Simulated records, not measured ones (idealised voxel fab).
process module | voxel ribs on slabs
Square cells of 5 nm make up the cross-section cut, whose width is 235 nm.
Think of the cross-section as a grid of square cells. We describe it in bands, top to bottom, and each band covers one or more rows of those cells. Top height, bottom height, nm. Materials left to right, width each, nm. Single material + "edge to edge" = fills band edge to edge. "air" = empty. Below 0: as-received wafer, all one material; heights counted from there. Lowest band: no bottom, goes on down, written "0 -> down". So if you see something like "30 to 40" for the width, read it as the top row of the band sitting at the first number and the bottom row at the second, with every row in between moving by the same amount as the last. The cross-section has no changed cell in any step marked "no change occurred". "Enclosed void entries": empty spaces of 8 cells or more with no open way to the top, each given as width x height at distance, distance from the left edge, all in nm. Whatever follows a step's settings on its line is a remark the simulator itself makes about that step. overlay nm: where the mask lay relative to plan, measured to the right, on steps with a mask; negatives go left.

These are the steps we planned for the process:
1: RECEIVE [material Si]
2: DIRECTIONAL_DEP [material SiO2] [thk nm 25]
3: DIRECTIONAL_DEP [material polySi] [thk nm 25]
4: DIRECTIONAL_DEP [material aC] [thk nm 15]
5: PATTERN [tone cover] [mask id RIB] [material resist] [width nm 20] [thk nm 30] [overlay nm 0]
6: DIRECTIONAL_ETCH [etch materials aC] [depth nm 15]
7: STRIP [etch materials resist]
8: DIRECTIONAL_ETCH [etch materials polySi] [depth nm 15]
9: STRIP [etch materials aC]
10: PATTERN [tone cover] [mask id SLAB] [material resist] [width nm 60] [thk nm 20] [overlay nm 0]
11: DIRECTIONAL_ETCH [etch materials polySi] [depth nm 10]
12: STRIP [etch materials resist]
13: FILL_DEP [material SiO2] [thk nm 20]
14: CMP [height nm 65]
15: DIRECTIONAL_DEP [material W] [thk nm 10]
16: MASKED_ETCH [tone cover] [mask id HEATER] [width nm 30] [etch materials W] [depth nm 10] [overlay nm 0]
17: CONFORMAL_DEP [material SiN] [thk nm 10]

Wafer as received: cross-section following step 1:
	0 -> down: Si edge to edge
	Enclosed void entries: none

Cross-section: first of two wafers, module finished, run according to plan:
	85 -> 75: 90 air  50 SiN  95 air
	75 -> 65: 100 SiN  30 W  105 SiN
	65 -> 50: SiO2 edge to edge
	50 -> 35: 105 SiO2  20 polySi  110 SiO2
	35 -> 25: 85 SiO2  60 polySi  90 SiO2
	25 -> 0: SiO2 edge to edge
	0 -> down: Si edge to edge
	Enclosed void entries: none

Cross-section, wafer two of two, end of module: same start and plan as wafer one, one error in execution:
	85 -> 75: 90 air  50 SiN  95 air
	75 -> 65: 100 SiN  30 W  105 SiN
	65 -> 50: SiO2 edge to edge
	50 -> 40: 85 SiO2  60 polySi  90 SiO2
	40 -> 25: aC edge to edge
	25 -> 0: SiO2 edge to edge
	0 -> down: Si edge to edge
	Enclosed void entries: none
Deviation noted in wafer processing: steps 3 and 4 traded places in the executed sequence
Once processing is complete, comparing cell counts shows that the second wafer has more or fewer of certain materials than the first: 129 fewer of SiO2 | 141 more of aC | 12 fewer of polySi
